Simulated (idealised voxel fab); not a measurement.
process module | voxel double patterning
cross-section cut | 200 nm wide | cells 5 nm
A cross-section is a grid of square cells, given in bands from the top down. A band is one or more rows of cells.
Each band's line starts with the height of the band's top and of its bottom, in nm. Then come its materials from left to right, each with its width in nm. One material with "throughout" fills the band from edge to edge. "air" is empty space.
Height 0 is the level under which the wafer as received is all one material. The lowest band goes on downwards, as in "0 down".
A width such as "30 to 40" changes by the same amount from each row of cells to the next, from the band's top row to its bottom row.
"no change" after a step means that no cell of the cross-section changed.
closed voids: empty space of 8 cells or more with no open way to the top, each as width x height at its distance from the left edge, in nm
after a step's settings: what the simulator itself notes on the step
overlay nm, on a step with a mask: how far to the right of its planned place the mask lay; to the left if negative
plan
1 op RECEIVE | material Si
2 op CONFORMAL_DEP | material SiO2 | thk nm 10
3 op DIRECTIONAL_DEP | material TiN | thk nm 20
4 op DIRECTIONAL_DEP | material SiN | thk nm 5
5 op MASKED_ETCH | tone open | mask id FIRST | width nm 15 | pitch nm 50 | etch materials SiN | depth nm 5 | overlay nm 0
6 op DIRECTIONAL_DEP | material aC | thk nm 15
7 op PATTERN | tone open | mask id SECOND | material resist | width nm 15 | thk nm 35 | overlay nm 0
8 op DIRECTIONAL_ETCH | etch materials aC | depth nm 15
9 op STRIP | etch materials resist
10 op DIRECTIONAL_ETCH | etch materials SiN | depth nm 5
11 op STRIP | etch materials aC
12 op DIRECTIONAL_ETCH | etch materials TiN | depth nm 20
13 op STRIP | etch materials SiN
as received, after step 1
  0 down: Si throughout
  closed voids: none
first wafer at the end, as planned
  30 to 10: TiN 65 | air 15 | TiN 10 | air 15 | TiN 10 | air 15 | TiN 70
  10 to 0: SiO2 throughout
  0 down: Si throughout
  closed voids: none
second wafer at the end: like start, like plan, one mistake
  50 to 30: TiN 65 | air 15 | TiN 10 | air 15 | TiN 10 | air 15 | TiN 70
  30 to 10: TiN throughout
  10 to 0: SiO2 throughout
  0 down: Si throughout
  closed voids: none
what went wrong: step 3 was run twice
at the end the second wafer has, in cells: 160 more of TiN
